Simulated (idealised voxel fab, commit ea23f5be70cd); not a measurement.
Process module, titled voxel ribs on slabs
This is section cut - it's 145 nm across, gridded in 5 nm square cells.
Each cross-section below is a grid of square cells, stated as bands in top-down order, with one or more rows of cells making up each band.
It is stipulated that each band's entry specify, in nanometres, the height of the top of the band and then that of its bottom, followed by the materials of the band in left-to-right sequence, each together with its width in nanometres. A single material marked by the word "edge to edge" is understood to fill the band from edge to edge; the word "empty" is understood to denote empty space.
Heights are expressed relative to 0, this being the level below which the as-received wafer comprises one material exclusively. The lowest band is unbounded in the downward direction and is denoted as in "top 0, no bottom".
The width entry "30 to 40" should be interpreted row by row: the top row of cells in the band takes the first number, the bottom row takes the second number, and the change between adjacent rows is uniform throughout.
Step note "changes: none" = no cross-section cell changed.
Under "Fully enclosed voids" you'll find the enclosed gaps, the ones with no way out to the top, that are 8 cells or bigger; each reads width x height at distance, with distance counted from the left edge, everything in nm.
Text after the settings on a step's line: the simulator's own remark on that step.
If you see "overlay nm" on a step's line and that step has a mask, it's telling you how far right of where it was planned the mask ended up; a negative number means it went left instead.
**This section lists the process steps that were planned**
- 1: op RECEIVE | material Si
- 2: op DIRECTIONAL_DEP | material SiO2 | thk nm 25
- 3: op DIRECTIONAL_DEP | material polySi | thk nm 20
- 4: op DIRECTIONAL_DEP | material aC | thk nm 10
- 5: op PATTERN | tone cover | mask id RIB | material resist | width nm 20 | thk nm 25 | overlay nm 0
- 6: op DIRECTIONAL_ETCH | etch materials aC | depth nm 10
- 7: op STRIP | etch materials resist
- 8: op DIRECTIONAL_ETCH | etch materials polySi | depth nm 15
- 9: op STRIP | etch materials aC
- 10: op DIRECTIONAL_DEP | material aC | thk nm 15
- 11: op PATTERN | tone cover | mask id SLAB | material resist | width nm 60 | thk nm 30 | overlay nm 0
- 12: op DIRECTIONAL_ETCH | etch materials aC | depth nm 15
- 13: op STRIP | etch materials resist
- 14: op DIRECTIONAL_ETCH | etch materials polySi | depth nm 5
- 15: op STRIP | etch materials aC
- 16: op FILL_DEP | material SiO2 | thk nm 20
- 17: op CMP | height nm 55
- 18: op DIRECTIONAL_DEP | material TiN | thk nm 10
- 19: op PATTERN | tone cover | mask id HEATER | material resist | width nm 20 | thk nm 20 | overlay nm 0
- 20: op DIRECTIONAL_ETCH | etch materials TiN | depth nm 10
- 21: op STRIP | etch materials resist
- 22: op CONFORMAL_DEP | material SiO2 | thk nm 10
The width nm used in step 19 is not the same on every wafer, whereas the starting condition is; the value printed in the plan is the first wafer's.
**Incoming state of the first of several wafers in cross-section: after step 1**
    top 0, no bottom | Si edge to edge
    Fully enclosed voids: none
**Cross-section after step 22, the final step of the module, for the first of several wafers**
    top 75, bottom 65 | 50 empty; 40 SiO2; 55 empty
    top 65, bottom 55 | 60 SiO2; 20 TiN; 65 SiO2
    top 55, bottom 45 | SiO2 edge to edge
    top 45, bottom 30 | 60 SiO2; 20 polySi; 65 SiO2
    top 30, bottom 25 | 40 SiO2; 60 polySi; 45 SiO2
    top 25, bottom 0 | SiO2 edge to edge
    top 0, no bottom | Si edge to edge
    Fully enclosed voids: none
**Cross-sectional depiction of the last of several wafers upon completion of the module**
    top 75, bottom 65 | 40 empty; 65 SiO2; 40 empty
    top 65, bottom 55 | 50 SiO2; 45 TiN; 50 SiO2
    top 55, bottom 45 | SiO2 edge to edge
    top 45, bottom 30 | 60 SiO2; 20 polySi; 65 SiO2
    top 30, bottom 25 | 40 SiO2; 60 polySi; 45 SiO2
    top 25, bottom 0 | SiO2 edge to edge
    top 0, no bottom | Si edge to edge
    Fully enclosed voids: none
**Quick key for the table: a row per wafer, taken at the end of the module. For each material it tells you how many cells the wafer gained (+) or lost (-) since it came in, and the closed voids come after**
width nm 20 | +361 SiO2 | +8 TiN | +24 polySi | Fully enclosed voids: none
width nm 25 | +361 SiO2 | +10 TiN | +24 polySi | Fully enclosed voids: none
width nm 30 | +361 SiO2 | +12 TiN | +24 polySi | Fully enclosed voids: none
width nm 35 | +361 SiO2 | +14 TiN | +24 polySi | Fully enclosed voids: none
width nm 40 | +361 SiO2 | +16 TiN | +24 polySi | Fully enclosed voids: none
width nm 45 | +361 SiO2 | +18 TiN | +24 polySi | Fully enclosed voids: none
